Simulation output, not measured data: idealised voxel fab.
Process module heading - voxel ribs on slabs
It is cross-section cut that appears here, measuring 165 nm in width, its square cells being 5 nm in size.
A cross-section is a grid of square cells, given in bands from the top down. A band is one or more rows of cells. Top height, bottom height, nm. Materials left to right, width each, nm. Single material + "all across" = fills band edge to edge. "air" = empty. Zero point of the height axis is 0; under it, received wafer = one material. Lowest band: continues down indefinitely, "0 down". A two-number width, for instance "30..40", indicates that the width is equal to the first number in the top row of the band and to the second number in the bottom row, and that it changes by a constant amount per row of cells. "nothing changed" means the step left every cell of the cross-section as it was. Enclosed voids (no open way to top), threshold 8 cells or more, entry "Voids, fully enclosed", notation width x height at distance, distance from left edge, nm. Whatever follows a step's settings on its line is a remark the simulator itself makes about that step. overlay nm, on a step with a mask: how far to the right of its planned place the mask lay; to the left if negative.
## List of planned process steps
1) RECEIVE, material Si
2) DIRECTIONAL_DEP, material SiO2, thk nm 25
3) DIRECTIONAL_DEP, material SiN, thk nm 15
4) MASKED_ETCH, tone cover, mask id RIB, width nm 25, etch materials SiN, depth nm 5, overlay nm 0
5) PATTERN, tone cover, mask id SLAB, material resist, width nm 55, thk nm 20, overlay nm 0
6) DIRECTIONAL_ETCH, etch materials SiN, depth nm 10
7) STRIP, etch materials resist
8) FILL_DEP, material SiO2, thk nm 15
9) CMP, height nm 50
10) DIRECTIONAL_DEP, material TiN, thk nm 5
11) PATTERN, tone cover, mask id HEATER, material resist, width nm 35, thk nm 20, overlay nm 0
12) DIRECTIONAL_ETCH, etch materials TiN, depth nm 5
13) STRIP, etch materials resist
14) CONFORMAL_DEP, material SiN, thk nm 10
## Wafer as received: cross-section following step 1
    0 down  Si all across
    Voids, fully enclosed: none
## Cross-sectional image of the first of two wafers at the end of the module, the run having proceeded as planned
    65 to 60  55 air, 55 SiN, 55 air
    60 to 55  SiN all across
    55 to 50  65 SiN, 35 TiN, 65 SiN
    50 to 40  SiO2 all across
    40 to 35  70 SiO2, 25 SiN, 70 SiO2
    35 to 25  55 SiO2, 55 SiN, 55 SiO2
    25 to 0  SiO2 all across
    0 down  Si all across
    Voids, fully enclosed: none
## This is the second of the two wafers, cross-sectioned at the end of the module; it started exactly like the first and was given the same plan, but it was run with one mistake
    65 to 60  55 air, 55 SiN, 55 air
    60 to 55  SiN all across
    55 to 50  65 SiN, 35 TiN, 65 SiN
    50 to 40  SiO2 all across
    40 to 35  55 SiO2, 15 SiN, 25 SiO2, 15 SiN, 55 SiO2
    35 to 30  55 SiO2, 55 SiN, 55 SiO2
    30 to 25  SiN all across
    25 to 0  SiO2 all across
    0 down  Si all across
    Voids, fully enclosed: none
What was the processing mistake? so step 4 ended up running with a different setting than we planned, it ran as MASKED_ETCH, tone open, mask id RIB, width nm 25, etch materials SiN, depth nm 5, overlay nm 0
Looking at both finished wafers in cells, the second ends up ahead of or behind the first on some materials: SiN: 23 more; SiO2: 23 fewer
